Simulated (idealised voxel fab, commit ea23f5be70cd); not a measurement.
process module | voxel air gaps
cross-section cut | 240 nm wide | cells 5 nm
A cross-section is a grid of square cells, given in bands from the top down. A band is one or more rows of cells.
Each band's line starts with the height of the band's top and of its bottom, in nm. Then come its materials from left to right, each with its width in nm. One material with "throughout" fills the band from edge to edge. "air" is empty space.
Height 0 is the level under which the wafer as received is all one material. The lowest band goes on downwards, as in "0 down".
A width such as "30 to 40" changes by the same amount from each row of cells to the next, from the band's top row to its bottom row.
"no change" after a step means that no cell of the cross-section changed.
closed voids: empty space of 8 cells or more with no open way to the top, each as width x height at its distance from the left edge, in nm
after a step's settings: what the simulator itself notes on the step
overlay nm, on a step with a mask: how far to the right of its planned place the mask lay; to the left if negative
plan
1 op RECEIVE | material Si
2 op CONFORMAL_DEP | material SiO2 | thk nm 15
3 op CONFORMAL_DEP | material SiCN | thk nm 5
4 op DIRECTIONAL_DEP | material SiO2 | thk nm 40
5 op DIRECTIONAL_DEP | material aC | thk nm 10
6 op PATTERN | tone open | mask id LINES | material resist | width nm 25 | pitch nm 50 | thk nm 30 | overlay nm 0
7 op DIRECTIONAL_ETCH | etch materials aC | depth nm 10
8 op STRIP | etch materials resist
9 op DIRECTIONAL_ETCH | etch materials SiO2 | depth nm 40
10 op STRIP | etch materials aC
11 op CONFORMAL_DEP | material TiN | thk nm 5
12 op FILL_DEP | material Ru | thk nm 5
13 op CMP | height nm 60
14 op EPI | material Ru | thk nm 10
15 op SELECTIVE_ETCH | etch materials SiO2 | depth nm 50
16 op CONFORMAL_DEP | material SiCN | thk nm 5
as received, after step 1
  0 down: Si throughout
  closed voids: none
first wafer at the end, as planned
  75 to 70: air 40 | SiCN 155 | air 45
  70 to 60: air 40 | SiCN 5 | Ru 45 | SiCN 5 | Ru 45 | SiCN 5 | Ru 45 | SiCN 5 | air 45
  60 to 55: air 40 | SiCN 15 | TiN 5 | Ru 15 | TiN 5 | SiCN 25 | TiN 5 | Ru 15 | TiN 5 | SiCN 25 | TiN 5 | Ru 15 | TiN 5 | SiCN 15 | air 45
  55 to 25: air 50 | SiCN 5 | TiN 5 | Ru 15 | TiN 5 | SiCN 5 | air 15 | SiCN 5 | TiN 5 | Ru 15 | TiN 5 | SiCN 5 | air 15 | SiCN 5 | TiN 5 | Ru 15 | TiN 5 | SiCN 5 | air 55
  25 to 20: SiCN 55 | TiN 25 | SiCN 25 | TiN 25 | SiCN 25 | TiN 25 | SiCN 60
  20 to 15: SiCN throughout
  15 to 0: SiO2 throughout
  0 down: Si throughout
  closed voids: 15 x 30 at 85; 15 x 30 at 135
second wafer at the end: like start, like plan, one mistake
  75 to 70: air 35 | SiCN 155 | air 50
  70 to 60: air 35 | SiCN 5 | Ru 45 | SiCN 5 | Ru 45 | SiCN 5 | Ru 45 | SiCN 5 | air 50
  60 to 55: air 35 | SiCN 15 | TiN 5 | Ru 15 | TiN 5 | SiCN 25 | TiN 5 | Ru 15 | TiN 5 | SiCN 25 | TiN 5 | Ru 15 | TiN 5 | SiCN 15 | air 50
  55 to 25: air 45 | SiCN 5 | TiN 5 | Ru 15 | TiN 5 | SiCN 5 | air 15 | SiCN 5 | TiN 5 | Ru 15 | TiN 5 | SiCN 5 | air 15 | SiCN 5 | TiN 5 | Ru 15 | TiN 5 | SiCN 5 | air 60
  25 to 20: SiCN 50 | TiN 25 | SiCN 25 | TiN 25 | SiCN 25 | TiN 25 | SiCN 65
  20 to 15: SiCN throughout
  15 to 0: SiO2 throughout
  0 down: Si throughout
  closed voids: 15 x 30 at 80; 15 x 30 at 130
what went wrong: step 6 ran as: op PATTERN | tone open | mask id LINES | material resist | width nm 25 | pitch nm 50 | thk nm 30 | overlay nm -5
at the end the second wafer has, in cells: as many of each material as the first, in other places
